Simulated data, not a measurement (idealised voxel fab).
The following process module bears the name voxel gate over fins.
Xsec cut, 225 nm wide, square cell size 5 nm.
Format of a cross-section: grid, square cells. Given as bands. Order: top down. Band: one or more rows of cells.
Per band: top height and bottom height in nm, followed by the left-to-right materials and their widths in nm; "all across" marks a single material spanning edge to edge, "empty" marks empty space.
Below 0: as-received wafer, all one material; heights counted from there. Lowest band: no bottom, goes on down, written "0 and below".
The width entry "30 to 40" should be interpreted row by row: the top row of cells in the band takes the first number, the bottom row takes the second number, and the change between adjacent rows is uniform throughout.
"no modification" -> step changed no cross-section cell.
So "closed voids" is basically the list of trapped voids: any empty space of 8 cells or more that can't reach the top through an opening. They're written width x height at distance, the distance being from the left edge, and it's all nm.
Read whatever lies past the settings on a step's line as the simulator's own remark about the step.
A step's line can hold "overlay nm"; with a mask on that step, the setting says how far right of the planned place the mask lay, while a negative setting says it lay to the left.

[The steps planned for the process are as follows]
| 1 | RECEIVE,material Si |
| 2 | CONFORMAL_DEP,material SiN,thk nm 5 |
| 3 | PATTERN,tone cover,mask id FINS,material resist,width nm 15,pitch nm 45,thk nm 20,overlay nm 0 |
| 4 | DIRECTIONAL_ETCH,etch materials SiN,depth nm 5 |
| 5 | DIRECTIONAL_ETCH,etch materials Si,depth nm 35 |
| 6 | STRIP,etch materials resist |
| 7 | OXIDIZE,depth nm 5 |
| 8 | FILL_DEP,material SiO2,thk nm 5 |
| 9 | CMP,height nm 5 |
| 10 | SELECTIVE_ETCH,etch materials SiO2,depth nm 15 |
| 11 | STRIP,etch materials SiN |
| 12 | CONFORMAL_DEP,material HfO2,thk nm 5 |
| 13 | CONFORMAL_DEP,material TiN,thk nm 5 |
| 14 | FILL_DEP,material W,thk nm 15 |
| 15 | CMP,height nm 20 |
| 16 | CONFORMAL_DEP,material SiN,thk nm 10 |
It is noted that the wafers described herein are identical at the outset and are distinguished by the width nm of step 3; the value stated in the plan corresponds to the first wafer.

[Cross-section: the first of several wafers in its as-received state, i.e. following step 1]
    0 and below  Si all across
    closed voids: none

[Last step of the module is step 16; after it, the first of several wafers in cross-section]
    30 down to 20  SiN all across
    20 down to 10  W all across
    10 down to 5  55 nm W, then 25 nm TiN, then 20 nm W, then 25 nm TiN, then 20 nm W, then 25 nm TiN, then 55 nm W
    5 down to 0  55 nm W, then 5 nm TiN, then 15 nm HfO2, then 5 nm TiN, then 20 nm W, then 5 nm TiN, then 15 nm HfO2, then 5 nm TiN, then 20 nm W, then 5 nm TiN, then 15 nm HfO2, then 5 nm TiN, then 55 nm W
    0 down to -5  60 nm TiN, then 5 nm HfO2, then 5 nm Si, then 5 nm HfO2, then 30 nm TiN, then 5 nm HfO2, then 5 nm Si, then 5 nm HfO2, then 30 nm TiN, then 5 nm HfO2, then 5 nm Si, then 5 nm HfO2, then 60 nm TiN
    -5 down to -10  65 nm HfO2, then 5 nm Si, then 40 nm HfO2, then 5 nm Si, then 40 nm HfO2, then 5 nm Si, then 65 nm HfO2
    -10 down to -40  65 nm SiO2, then 5 nm Si, then 40 nm SiO2, then 5 nm Si, then 40 nm SiO2, then 5 nm Si, then 65 nm SiO2
    -40 and below  Si all across
    closed voids: none

[Cross-sectional view of the final wafer of several at the module's end]
    30 down to 20  SiN all across
    20 down to 10  W all across
    10 down to 5  50 nm W, then 40 nm TiN, then 5 nm W, then 40 nm TiN, then 5 nm W, then 40 nm TiN, then 45 nm W
    5 down to 0  50 nm W, then 5 nm TiN, then 30 nm HfO2, then 5 nm TiN, then 5 nm W, then 5 nm TiN, then 30 nm HfO2, then 5 nm TiN, then 5 nm W, then 5 nm TiN, then 30 nm HfO2, then 5 nm TiN, then 45 nm W
    0 down to -5  55 nm TiN, then 5 nm HfO2, then 20 nm Si, then 5 nm HfO2, then 15 nm TiN, then 5 nm HfO2, then 20 nm Si, then 5 nm HfO2, then 15 nm TiN, then 5 nm HfO2, then 20 nm Si, then 5 nm HfO2, then 50 nm TiN
    -5 down to -10  60 nm HfO2, then 20 nm Si, then 25 nm HfO2, then 20 nm Si, then 25 nm HfO2, then 20 nm Si, then 55 nm HfO2
    -10 down to -40  60 nm SiO2, then 20 nm Si, then 25 nm SiO2, then 20 nm Si, then 25 nm SiO2, then 20 nm Si, then 55 nm SiO2
    -40 and below  Si all across
    closed voids: none

[What follows is a table in which each wafer occupies a row; for the wafer as it stands at the close of the module, the row states, material by material, how many cells have been gained (+) or lost (-) since receipt, and then gives its closed voids]
width nm 15 | +57 HfO2 | -336 Si | +90 SiN | +252 SiO2 | +57 TiN | +150 W | closed voids: none
width nm 20 | +57 HfO2 | -312 Si | +90 SiN | +234 SiO2 | +57 TiN | +144 W | closed voids: none
width nm 25 | +57 HfO2 | -288 Si | +90 SiN | +216 SiO2 | +57 TiN | +138 W | closed voids: none
width nm 30 | +57 HfO2 | -264 Si | +90 SiN | +198 SiO2 | +57 TiN | +132 W | closed voids: none
